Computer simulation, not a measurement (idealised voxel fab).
Process module name: voxel wiring stack
In the cross-section labelled cut, the width is 180 nm and each square cell is 5 nm.
Cross-sections here: square-cell grids, written as top-down lists of bands, a band being one or more rows of cells. It is stipulated that each band's entry specify, in nanometres, the height of the top of the band and then that of its bottom, followed by the materials of the band in left-to-right sequence, each together with its width in nanometres. A single material marked by the word "full width" is understood to fill the band from edge to edge; the word "air" is understood to denote empty space. Measure heights from 0. That's the level where, below it, the as-received wafer is all one material. The lowest band is bottomless and extends downward; write it as in "top 0, no bottom". The notation "30..40" denotes a width that varies across the rows of cells in the band, beginning at the first number in the top row, finishing at the second number in the bottom row, and changing by an identical amount from each row to the next. The designation "nothing got changed", where it is given for a processing step, indicates that no cell of the cross-section was altered in the course of that step. You'll see "Internal closed voids" listing empty spaces that have no way open to the top, as long as they're 8 cells or more; the notation is width x height at distance, where the distance is from the left edge, and all of it is in nm. Heads up: the bit after the settings on a step's line is the simulator's remark on that step. On any step carrying a mask, the "overlay nm" setting, if present on the step's line, tells how far right of its planned place the mask lay; negative values point to the left.

## The following list gives the planned process steps
| 1 | RECEIVE: material Si |
| 2 | CONFORMAL_DEP: material SiO2, thk nm 10 |
| 3 | DIRECTIONAL_DEP: material TiN, thk nm 5 |
| 4 | DIRECTIONAL_DEP: material W, thk nm 25 |
| 5 | DIRECTIONAL_DEP: material aC, thk nm 10 |
| 6 | PATTERN: tone cover, mask id METAL_1, material resist, width nm 25, pitch nm 45, thk nm 30, overlay nm 0 |
| 7 | DIRECTIONAL_ETCH: etch materials aC, depth nm 10 |
| 8 | STRIP: etch materials resist |
| 9 | DIRECTIONAL_ETCH: etch materials W, depth nm 25 |
| 10 | DIRECTIONAL_ETCH: etch materials TiN, depth nm 5 |
| 11 | STRIP: etch materials aC |
| 12 | CONFORMAL_DEP: material SiN, thk nm 5 |
| 13 | FILL_DEP: material lowk, thk nm 10 |
| 14 | CMP: height nm 40 |
| 15 | CONFORMAL_DEP: material SiCN, thk nm 5 |
| 16 | DIRECTIONAL_DEP: material lowk, thk nm 30 |
| 17 | DIRECTIONAL_DEP: material aC, thk nm 15 |
| 18 | PATTERN: tone open, mask id METAL_2_HOLES, material resist, width nm 15, pitch nm 45, thk nm 35, overlay nm 0 |
| 19 | DIRECTIONAL_ETCH: etch materials aC, depth nm 15 |
| 20 | STRIP: etch materials resist |
| 21 | DIRECTIONAL_ETCH: etch materials lowk, depth nm 30 |
| 22 | STRIP: etch materials aC |
| 23 | DIRECTIONAL_DEP: material aC, thk nm 15 |
| 24 | PATTERN: tone open, mask id METAL_2, material resist, width nm 25, pitch nm 45, thk nm 30, overlay nm 0 |
| 25 | DIRECTIONAL_ETCH: etch materials aC, depth nm 15 |
| 26 | STRIP: etch materials resist |
| 27 | DIRECTIONAL_ETCH: etch materials lowk, depth nm 20 |
| 28 | DIRECTIONAL_ETCH: etch materials SiCN, depth nm 5 |
| 29 | STRIP: etch materials aC |
| 30 | CONFORMAL_DEP: material TiN, thk nm 5 |
| 31 | FILL_DEP: material Cu, thk nm 5 |
| 32 | CMP: height nm 75 |
| 33 | CONFORMAL_DEP: material SiCN, thk nm 5 |
| 34 | DIRECTIONAL_DEP: material lowk, thk nm 25 |
| 35 | DIRECTIONAL_DEP: material aC, thk nm 10 |
| 36 | PATTERN: tone open, mask id METAL_3_HOLES, material resist, width nm 15, thk nm 25, overlay nm 0 |
| 37 | DIRECTIONAL_ETCH: etch materials aC, depth nm 10 |
| 38 | STRIP: etch materials resist |
| 39 | DIRECTIONAL_ETCH: etch materials lowk, depth nm 25 |
| 40 | STRIP: etch materials aC |
| 41 | PATTERN: tone open, mask id METAL_3, material resist, width nm 25, pitch nm 45, thk nm 20, overlay nm 0 |
| 42 | DIRECTIONAL_ETCH: etch materials lowk, depth nm 15 |
| 43 | DIRECTIONAL_ETCH: etch materials SiCN, depth nm 5 |
| 44 | STRIP: etch materials resist |
| 45 | CONFORMAL_DEP: material TiN, thk nm 5 |
| 46 | FILL_DEP: material Cu, thk nm 10 |
| 47 | CMP: height nm 105 |
| 48 | CONFORMAL_DEP: material SiCN, thk nm 5 |
| 49 | DIRECTIONAL_DEP: material SiO2, thk nm 25 |
| 50 | MASKED_ETCH: tone open, mask id METAL_4_HOLES, width nm 15, etch materials SiO2, depth nm 25, overlay nm 0 |
| 51 | DIRECTIONAL_DEP: material aC, thk nm 15 |
| 52 | PATTERN: tone open, mask id METAL_4, material resist, width nm 25, pitch nm 45, thk nm 35, overlay nm 0 |
| 53 | DIRECTIONAL_ETCH: etch materials aC, depth nm 15 |
| 54 | STRIP: etch materials resist |
| 55 | DIRECTIONAL_ETCH: etch materials SiO2, depth nm 15 |
| 56 | DIRECTIONAL_ETCH: etch materials SiCN, depth nm 5 |
| 57 | STRIP: etch materials aC |
| 58 | CONFORMAL_DEP: material TiN, thk nm 5 |
| 59 | FILL_DEP: material Cu, thk nm 5 |
| 60 | CMP: height nm 135 |
| 61 | CONFORMAL_DEP: material SiCN, thk nm 5 |

## As-received wafer cross-section (after step 1)
    top 0, no bottom = Si full width
    Internal closed voids: none

## Cross-sectional result after module completion. Note: starting condition and plan are unchanged from above; one processing mistake was made
    top 140, bottom 135 = SiCN full width
    top 135, bottom 125 = SiO2: 55; TiN: 5; Cu: 15; TiN: 5; SiO2: 20; TiN: 5; Cu: 15; TiN: 5; SiO2: 55
    top 125, bottom 120 = SiO2: 55; TiN: 5; Cu: 5; TiN: 15; SiO2: 20; TiN: 25; SiO2: 55
    top 120, bottom 110 = SiO2: 55; TiN: 5; Cu: 5; TiN: 5; SiO2: 110
    top 110, bottom 105 = SiCN: 55; TiN: 15; SiCN: 110
    top 105, bottom 95 = lowk: 55; TiN: 5; Cu: 15; TiN: 5; lowk: 20; TiN: 5; Cu: 15; TiN: 5; lowk: 55
    top 95, bottom 90 = lowk: 55; TiN: 5; Cu: 5; TiN: 15; lowk: 20; TiN: 25; lowk: 55
    top 90, bottom 80 = lowk: 55; TiN: 5; Cu: 5; TiN: 5; lowk: 110
    top 80, bottom 75 = SiCN: 55; TiN: 15; SiCN: 110
    top 75, bottom 60 = lowk: 55; TiN: 5; Cu: 15; TiN: 5; lowk: 20; TiN: 5; Cu: 15; TiN: 5; lowk: 55
    top 60, bottom 55 = lowk: 55; TiN: 5; Cu: 5; TiN: 15; lowk: 20; TiN: 5; Cu: 5; TiN: 15; lowk: 55
    top 55, bottom 45 = lowk: 55; TiN: 5; Cu: 5; TiN: 5; lowk: 30; TiN: 5; Cu: 5; TiN: 5; lowk: 65
    top 45, bottom 40 = SiCN: 55; TiN: 15; SiCN: 30; TiN: 15; SiCN: 65
    top 40, bottom 35 = SiN: 55; TiN: 25; SiN: 20; TiN: 25; SiN: 55
    top 35, bottom 10 = W full width
    top 10, bottom 0 = SiO2 full width
    top 0, no bottom = Si full width
    Internal closed voids: none
Plan not followed: steps 3 and 4: order swapped relative to plan
